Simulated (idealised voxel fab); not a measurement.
Process module in this document: voxel ribs on slabs
Pictured: cross-section cut, 155 nm wide, on a grid of 5 nm square cells.
If you're reading a cross-section in this doc, picture square cells in a grid; it comes to you as bands, top ones listed first down to the bottom, and a band can be one or more rows of cells. Band entry format. Leading values: height of top, height of bottom, nm. Remainder: materials in left-to-right order, each with its width in nm. Special words: "full width" on a single material, which then fills the band edge to edge; "empty", empty space. Note: height 0 marks the level under which the wafer is uniformly one material as received. Lowest band unbounded below, written "top 0, no bottom". A two-number width, for instance "30..40", indicates that the width is equal to the first number in the top row of the band and to the second number in the bottom row, and that it changes by a constant amount per row of cells. Take "remains unaltered" at face value: in the step it is given for, the cross-section changed in none of its cells. Heads up: "closed voids" only lists the empty pockets with no open path to the top that are 8 cells or more, and it writes them as width x height at distance, distance from the left edge, in nm. Heads up: the bit after the settings on a step's line is the simulator's remark on that step. overlay nm: for a step with a mask, the amount by which the mask lay right of where it was planned; a negative amount means left of it.

## Listed below are the process steps as planned
1 RECEIVE,material Si
2 DIRECTIONAL_DEP,material SiO2,thk nm 25
3 DIRECTIONAL_DEP,material SiN,thk nm 15
4 PATTERN,tone cover,mask id RIB,material resist,width nm 15,thk nm 15,overlay nm 0
5 DIRECTIONAL_ETCH,etch materials SiN,depth nm 10
6 STRIP,etch materials resist
7 MASKED_ETCH,tone cover,mask id SLAB,width nm 65,etch materials SiN,depth nm 5,overlay nm 0
8 FILL_DEP,material SiO2,thk nm 20
9 CMP,height nm 55
10 DIRECTIONAL_DEP,material W,thk nm 10
11 MASKED_ETCH,tone cover,mask id HEATER,width nm 25,etch materials W,depth nm 10,overlay nm 0
12 CONFORMAL_DEP,material SiO2,thk nm 5
Variable across wafers: step 12 thk nm (plan value is that of the first wafer; starting state common to all).

## Cross-section of the first of several received wafers, showing its state after step 1
* top 0, no bottom: Si full width
* closed voids: none

## Quick key for the table: a row per wafer, taken at the end of the module. For each material it tells you how many cells the wafer gained (+) or lost (-) since it came in, and the closed voids come after
thk nm 5 | +19 SiN | +357 SiO2 | +10 W | closed voids: none
thk nm 10 | +19 SiN | +392 SiO2 | +10 W | closed voids: none
thk nm 15 | +19 SiN | +427 SiO2 | +10 W | closed voids: none
thk nm 20 | +19 SiN | +462 SiO2 | +10 W | closed voids: none
thk nm 25 | +19 SiN | +497 SiO2 | +10 W | closed voids: none
